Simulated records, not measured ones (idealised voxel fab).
process module | voxel wiring stack
cross-section cut | 220 nm wide | cells 5 nm
A cross-section is a grid of square cells, given in bands from the top down. A band is one or more rows of cells.
Each band's line starts with the height of the band's top and of its bottom, in nm. Then come its materials from left to right, each with its width in nm. One material with "throughout" fills the band from edge to edge. "air" is empty space.
Height 0 is the level under which the wafer as received is all one material. The lowest band goes on downwards, as in "0 down".
A width such as "30 to 40" changes by the same amount from each row of cells to the next, from the band's top row to its bottom row.
"no change" after a step means that no cell of the cross-section changed.
closed voids: empty space of 8 cells or more with no open way to the top, each as width x height at its distance from the left edge, in nm
after a step's settings: what the simulator itself notes on the step
overlay nm, on a step with a mask: how far to the right of its planned place the mask lay; to the left if negative
plan
1 op RECEIVE | material Si
2 op CONFORMAL_DEP | material SiO2 | thk nm 10
3 op DIRECTIONAL_DEP | material TiN | thk nm 5
4 op DIRECTIONAL_DEP | material Ru | thk nm 20
5 op DIRECTIONAL_DEP | material aC | thk nm 10
6 op PATTERN | tone cover | mask id METAL_1 | material resist | width nm 30 | pitch nm 45 | thk nm 30 | overlay nm 0
7 op DIRECTIONAL_ETCH | etch materials aC | depth nm 10
8 op STRIP | etch materials resist
9 op DIRECTIONAL_ETCH | etch materials Ru | depth nm 20
10 op DIRECTIONAL_ETCH | etch materials TiN | depth nm 5
11 op STRIP | etch materials aC
12 op CONFORMAL_DEP | material SiCN | thk nm 5
13 op FILL_DEP | material SiO2 | thk nm 5
14 op CMP | height nm 35
15 op CONFORMAL_DEP | material SiCN | thk nm 5
16 op DIRECTIONAL_DEP | material lowk | thk nm 30
17 op DIRECTIONAL_DEP | material aC | thk nm 10
18 op PATTERN | tone open | mask id METAL_2_HOLES | material resist | width nm 15 | thk nm 25 | overlay nm 0
19 op DIRECTIONAL_ETCH | etch materials aC | depth nm 10
20 op STRIP | etch materials resist
21 op DIRECTIONAL_ETCH | etch materials lowk | depth nm 30
22 op STRIP | etch materials aC
23 op MASKED_ETCH | tone open | mask id METAL_2 | width nm 30 | pitch nm 45 | etch materials lowk | depth nm 15 | overlay nm 0
24 op MASKED_ETCH | tone open | mask id METAL_2 | width nm 30 | pitch nm 45 | etch materials SiCN | depth nm 5 | overlay nm 0
25 op CONFORMAL_DEP | material TiN | thk nm 5
26 op FILL_DEP | material Ru | thk nm 10
27 op CMP | height nm 70
28 op CONFORMAL_DEP | material SiCN | thk nm 5
29 op DIRECTIONAL_DEP | material lowk | thk nm 10
30 op PATTERN | tone open | mask id PLUG_2 | material resist | width nm 15 | thk nm 20 | overlay nm 0
31 op DIRECTIONAL_ETCH | etch materials lowk | depth nm 10
32 op DIRECTIONAL_ETCH | etch materials SiCN | depth nm 5
33 op STRIP | etch materials resist
34 op CONFORMAL_DEP | material TiN | thk nm 5
35 op FILL_DEP | material W | thk nm 5
36 op CMP | height nm 85
37 op CONFORMAL_DEP | material SiCN | thk nm 5
38 op DIRECTIONAL_DEP | material SiO2 | thk nm 15
39 op PATTERN | tone open | mask id METAL_3 | material resist | width nm 30 | pitch nm 45 | thk nm 15 | overlay nm 0
40 op DIRECTIONAL_ETCH | etch materials SiO2 | depth nm 15
41 op DIRECTIONAL_ETCH | etch materials SiCN | depth nm 5
42 op STRIP | etch materials resist
43 op CONFORMAL_DEP | material TiN | thk nm 5
44 op FILL_DEP | material Ru | thk nm 5
45 op CMP | height nm 105
46 op EPI | material Ru | thk nm 5
47 op FILL_DEP | material SiCN | thk nm 5
as received, after step 1
  0 down: Si throughout
  closed voids: none
first wafer at the end, as planned
  115 to 110: SiCN throughout
  110 to 105: SiCN 65 | Ru 40 | SiCN 5 | Ru 40 | SiCN 70
  105 to 90: SiO2 70 | TiN 5 | Ru 20 | TiN 5 | SiO2 15 | TiN 5 | Ru 20 | TiN 5 | SiO2 75
  90 to 85: SiCN 70 | TiN 30 | SiCN 15 | TiN 30 | SiCN 75
  85 to 75: lowk 70 | TiN 5 | W 5 | TiN 5 | lowk 135
  75 to 70: SiCN 70 | TiN 15 | SiCN 135
  70 to 60: lowk 70 | TiN 5 | Ru 20 | TiN 5 | lowk 15 | TiN 5 | Ru 20 | TiN 5 | lowk 75
  60 to 55: lowk 70 | TiN 5 | Ru 5 | TiN 20 | lowk 15 | TiN 30 | lowk 75
  55 to 40: lowk 70 | TiN 5 | Ru 5 | TiN 5 | lowk 135
  40 to 35: SiCN 70 | TiN 15 | SiCN 135
  35 to 15: SiO2 65 | SiCN 5 | Ru 30 | SiCN 5 | SiO2 5 | SiCN 5 | Ru 30 | SiCN 5 | SiO2 70
  15 to 10: SiCN 70 | TiN 30 | SiCN 15 | TiN 30 | SiCN 75
  10 to 0: SiO2 throughout
  0 down: Si throughout
  closed voids: none
second wafer at the end: like start, like plan, one mistake
  115 to 110: SiCN throughout
  110 to 105: SiCN 65 | Ru 40 | SiCN 5 | Ru 40 | SiCN 70
  105 to 90: SiO2 70 | TiN 5 | Ru 20 | TiN 5 | SiO2 15 | TiN 5 | Ru 20 | TiN 5 | SiO2 75
  90 to 85: SiCN 70 | TiN 30 | SiCN 15 | TiN 30 | SiCN 75
  85 to 75: lowk 70 | TiN 5 | W 5 | TiN 5 | lowk 135
  75 to 70: SiCN 70 | TiN 15 | SiCN 135
  70 to 60: lowk 70 | TiN 5 | Ru 20 | TiN 5 | lowk 15 | TiN 5 | Ru 20 | TiN 5 | lowk 75
  60 to 55: lowk 70 | TiN 5 | Ru 5 | TiN 20 | lowk 15 | TiN 30 | lowk 75
  55 to 40: lowk 70 | TiN 5 | Ru 5 | TiN 5 | lowk 135
  40 to 35: SiCN 70 | TiN 15 | SiCN 135
  35 to 15: SiO2 70 | SiCN 5 | Ru 25 | SiCN 5 | SiO2 10 | SiCN 5 | Ru 25 | SiCN 5 | SiO2 70
  15 to 10: SiCN 75 | TiN 25 | SiCN 20 | TiN 25 | SiCN 75
  10 to 0: SiO2 throughout
  0 down: Si throughout
  closed voids: none
what went wrong: step 6 ran as: op PATTERN | tone cover | mask id METAL_1 | material resist | width nm 25 | pitch nm 45 | thk nm 30 | overlay nm 0
at the end the second wafer has, in cells: 8 fewer of Ru | 2 more of SiCN | 8 more of SiO2 | 2 fewer of TiN
